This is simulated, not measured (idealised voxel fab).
Process module in this document: voxel capacitor over wiring
Cross-sectional view cut (width: 285 nm; square cell size: 5 nm).
Cross-section = grid of square cells, listed top down in bands; band = one or more rows. Read a band's entry like this: the first values are the height of its top and the height of its bottom in nm, and what follows is the sequence of materials from left to right, each with its width in nm. Note that "empty" is empty space, and that a single material marked "edge to edge" reaches across the band from edge to edge. Heights are expressed relative to 0, this being the level below which the as-received wafer comprises one material exclusively. The lowest band is unbounded in the downward direction and is denoted as in "0 down". You'd read "30 to 40" like this: the band's top row of cells is as wide as the first number, its bottom row is as wide as the second, and going down, every row changes width by the same amount as the row before did. Reading "nothing altered" for a step: not a cell of the cross-section changed in it. The entry titled "Unvented internal voids" provides the empty spaces that have no open way to the top, restricted to those of 8 cells or more. Each is presented as width x height at distance, the distance being measured from the left edge, with all three in nm. Post-settings text on a step line: simulator's own remark regarding the step. overlay nm: step with mask; distance mask lay right of planned place; negative value = left of planned place.

[So here's the lineup of process steps we planned]
1. RECEIVE | material Si
2. CONFORMAL_DEP | material SiO2 | thk nm 10
3. DIRECTIONAL_DEP | material TiN | thk nm 5
4. DIRECTIONAL_DEP | material Ru | thk nm 15
5. PATTERN | tone cover | mask id METAL_1 | material resist | width nm 30 | pitch nm 80 | thk nm 20 | overlay nm 0
6. DIRECTIONAL_ETCH | etch materials Ru | depth nm 15
7. DIRECTIONAL_ETCH | etch materials TiN | depth nm 5
8. STRIP | etch materials resist
9. CONFORMAL_DEP | material SiN | thk nm 5
10. FILL_DEP | material lowk | thk nm 5
11. CMP | height nm 30
12. CONFORMAL_DEP | material SiCN | thk nm 5
13. DIRECTIONAL_DEP | material SiO2 | thk nm 10
14. MASKED_ETCH | tone open | mask id PLUG_1 | width nm 15 | etch materials SiO2 | depth nm 10 | overlay nm 0
15. MASKED_ETCH | tone open | mask id PLUG_1 | width nm 15 | etch materials SiCN | depth nm 5 | overlay nm 0
16. EPI | material Ru | thk nm 10
17. EPI | material Ru | thk nm 5
18. DIRECTIONAL_DEP | material TiN | thk nm 10
19. DIRECTIONAL_DEP | material Al2O3 | thk nm 5
20. DIRECTIONAL_DEP | material TiN | thk nm 10
21. PATTERN | tone cover | mask id UPPER_PLATE | material resist | width nm 55 | thk nm 20 | overlay nm 0
22. DIRECTIONAL_ETCH | etch materials TiN | depth nm 10
23. DIRECTIONAL_ETCH | etch materials Al2O3 | depth nm 5
24. STRIP | etch materials resist
25. MASKED_ETCH | tone cover | mask id LOWER_PLATE | width nm 65 | etch materials TiN | depth nm 10 | overlay nm 0
26. FILL_DEP | material SiO2 | thk nm 15
27. CMP | height nm 80
28. DIRECTIONAL_DEP | material aC | thk nm 10
29. PATTERN | tone open | mask id PLUG_2 | material resist | width nm 15 | thk nm 30 | overlay nm 0
30. DIRECTIONAL_ETCH | etch materials aC | depth nm 10
31. STRIP | etch materials resist
32. DIRECTIONAL_ETCH | etch materials SiO2 | depth nm 10
33. STRIP | etch materials aC
34. CONFORMAL_DEP | material TiN | thk nm 5
35. FILL_DEP | material Ru | thk nm 5
36. CMP | height nm 80
37. CONFORMAL_DEP | material SiCN | thk nm 5
All wafers enter the flow in the same state. The width nm at step 14 differs from wafer to wafer, and the plan gives the value for the first wafer.

[As-received cross-section, first of several wafers, post step 1]
    0 down  Si edge to edge
    Unvented internal voids: none

[For your reference, the table is organized with a row per wafer; each row reflects the wafer at the end of the module, indicating for each material the cells gained (+) or lost (-) since receipt, and thereafter its closed voids]
width nm 15 | +11 Al2O3 | +46 Ru | +111 SiCN | +57 SiN | +556 SiO2 | +65 TiN | +123 lowk | Unvented internal voids: none
width nm 20 | +11 Al2O3 | +48 Ru | +111 SiCN | +57 SiN | +554 SiO2 | +65 TiN | +123 lowk | Unvented internal voids: none
width nm 25 | +11 Al2O3 | +50 Ru | +111 SiCN | +57 SiN | +552 SiO2 | +65 TiN | +123 lowk | Unvented internal voids: none
width nm 30 | +11 Al2O3 | +52 Ru | +111 SiCN | +57 SiN | +550 SiO2 | +65 TiN | +123 lowk | Unvented internal voids: none
